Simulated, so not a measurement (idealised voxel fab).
The following process module bears the name voxel tone inversion.
The width of the displayed cross-section, cut, is 150 nm; its cells are square, with a size of 5 nm.
Format of a cross-section: grid, square cells. Given as bands. Order: top down. Band: one or more rows of cells. First you get the band's top height and its bottom height, in nm, and then the materials it's made of, left to right, with each width in nm. If you see a single material with "edge to edge", that one covers the band edge to edge. "empty" is empty space. Heights are reckoned from 0. Under this level, the received wafer is all of one material. The bottommost band is open-ended downward, for example "0 down". Top row gets the first number, bottom row gets the second, and each row in between changes by the same step: that is how a band width like "30->40" works. Reading "identical to before" for a step: not a cell of the cross-section changed in it. Enclosed voids (no open way to top), threshold 8 cells or more, entry "Closed void listing", notation width x height at distance, distance from left edge, nm. What comes after the settings on a step's line is commentary from the simulator itself on that step. "overlay nm" on a masked step: distance the mask lay right of its planned place, negative for left.
-- plan
1: RECEIVE (material Si)
2: CONFORMAL_DEP (material SiCN; thk nm 5)
3: DIRECTIONAL_DEP (material polySi; thk nm 20)
4: PATTERN (tone cover; mask id POSTS; material resist; width nm 15; pitch nm 30; thk nm 25; overlay nm 0)
5: DIRECTIONAL_ETCH (etch materials polySi; depth nm 20)
6: STRIP (etch materials resist)
7: FILL_DEP (material lowk; thk nm 10)
8: CMP (height nm 25)
9: STRIP (etch materials polySi)
10: CONFORMAL_DEP (material TiN; thk nm 5)
11: FILL_DEP (material W; thk nm 5)
12: CMP (height nm 25)
13: CONFORMAL_DEP (material SiCN; thk nm 5)
-- Account of the first of two wafers, which was processed as intended
-- Cross-sectional view of the wafer in its as-received condition, corresponding to the state after step 1
    0 down  Si edge to edge
    Closed void listing: none
-- Cross-section of the wafer after step 2
    5 to 0  SiCN edge to edge
    below 0: unchanged
-- Cross-section of the wafer after step 3
    25 to 5  polySi edge to edge
    below 5: unchanged
-- Cross-section of the wafer after step 4
    50 to 25  50 empty, 15 resist, 15 empty, 15 resist, 55 empty
    below 25: unchanged
-- Cross-section of the wafer after step 5
    50 to 25  50 empty, 15 resist, 15 empty, 15 resist, 55 empty
    25 to 5  50 empty, 15 polySi, 15 empty, 15 polySi, 55 empty
    below 5: unchanged
-- Cross-section of the wafer after step 6
    25 to 5  50 empty, 15 polySi, 15 empty, 15 polySi, 55 empty
    below 5: unchanged
-- Cross-section of the wafer after step 7
    35 to 25  lowk edge to edge
    25 to 5  50 lowk, 15 polySi, 15 lowk, 15 polySi, 55 lowk
    below 5: unchanged
-- Cross-section of the wafer after step 8
    25 to 5  50 lowk, 15 polySi, 15 lowk, 15 polySi, 55 lowk
    below 5: unchanged
-- Cross-section of the wafer after step 9
    25 to 5  50 lowk, 15 empty, 15 lowk, 15 empty, 55 lowk
    below 5: unchanged
-- Cross-section of the wafer after step 10
    30 to 25  55 TiN, 5 empty, 25 TiN, 5 empty, 60 TiN
    25 to 10  50 lowk, 5 TiN, 5 empty, 5 TiN, 15 lowk, 5 TiN, 5 empty, 5 TiN, 55 lowk
    10 to 5  50 lowk, 15 TiN, 15 lowk, 15 TiN, 55 lowk
    below 5: unchanged
-- Cross-section of the wafer after step 11
    35 to 30  W edge to edge
    30 to 25  55 TiN, 5 W, 25 TiN, 5 W, 60 TiN
    25 to 10  50 lowk, 5 TiN, 5 W, 5 TiN, 15 lowk, 5 TiN, 5 W, 5 TiN, 55 lowk
    below 10: unchanged
-- Cross-section of the wafer after step 12
    25 to 10  50 lowk, 5 TiN, 5 W, 5 TiN, 15 lowk, 5 TiN, 5 W, 5 TiN, 55 lowk
    below 10: unchanged
-- Cross-section of the wafer after step 13
    30 to 25  SiCN edge to edge
    below 25: unchanged
-- The second wafer was prepared from the same starting point and under the same plan as the first; its processing contained one mistake, and it remains indistinguishable from the first wafer up to and including step 1
-- Second wafer profile in section, at the moment step 2 of the plan was meant to be complete
    20 to 0  polySi edge to edge
    below 0: unchanged
-- Second wafer profile in section, at the moment step 3 of the plan was meant to be complete
    25 to 20  SiCN edge to edge
    below 20: unchanged
-- Second wafer profile in section, at the moment step 4 of the plan was meant to be complete
    50 to 25  50 empty, 15 resist, 15 empty, 15 resist, 55 empty
    below 25: unchanged
Second wafer profile in section, at the moment step 5 of the plan was meant to be complete: identical to before
-- Second wafer profile in section, at the moment step 6 of the plan was meant to be complete
    25 to 20  SiCN edge to edge
    below 20: unchanged
-- Second wafer profile in section, at the moment step 7 of the plan was meant to be complete
    35 to 25  lowk edge to edge
    below 25: unchanged
-- Second wafer profile in section, at the moment step 8 of the plan was meant to be complete
    25 to 20  SiCN edge to edge
    below 20: unchanged
Second wafer profile in section, at the moment step 9 of the plan was meant to be complete: identical to before
-- Second wafer profile in section, at the moment step 10 of the plan was meant to be complete
    30 to 25  TiN edge to edge
    below 25: unchanged
-- Second wafer profile in section, at the moment step 11 of the plan was meant to be complete
    35 to 30  W edge to edge
    below 30: unchanged
-- Second wafer profile in section, at the moment step 12 of the plan was meant to be complete
    25 to 20  SiCN edge to edge
    below 20: unchanged
-- Second wafer profile in section, at the moment step 13 of the plan was meant to be complete
    30 to 20  SiCN edge to edge
    below 20: unchanged
Misprocessing identified: the run placed steps 2 and 3 each in the position the plan gave to the other
Wafer comparison, final, in cells, second relative to first, materials more or fewer: TiN: 18 fewer | W: 6 fewer | lowk: 96 fewer | polySi: 120 more
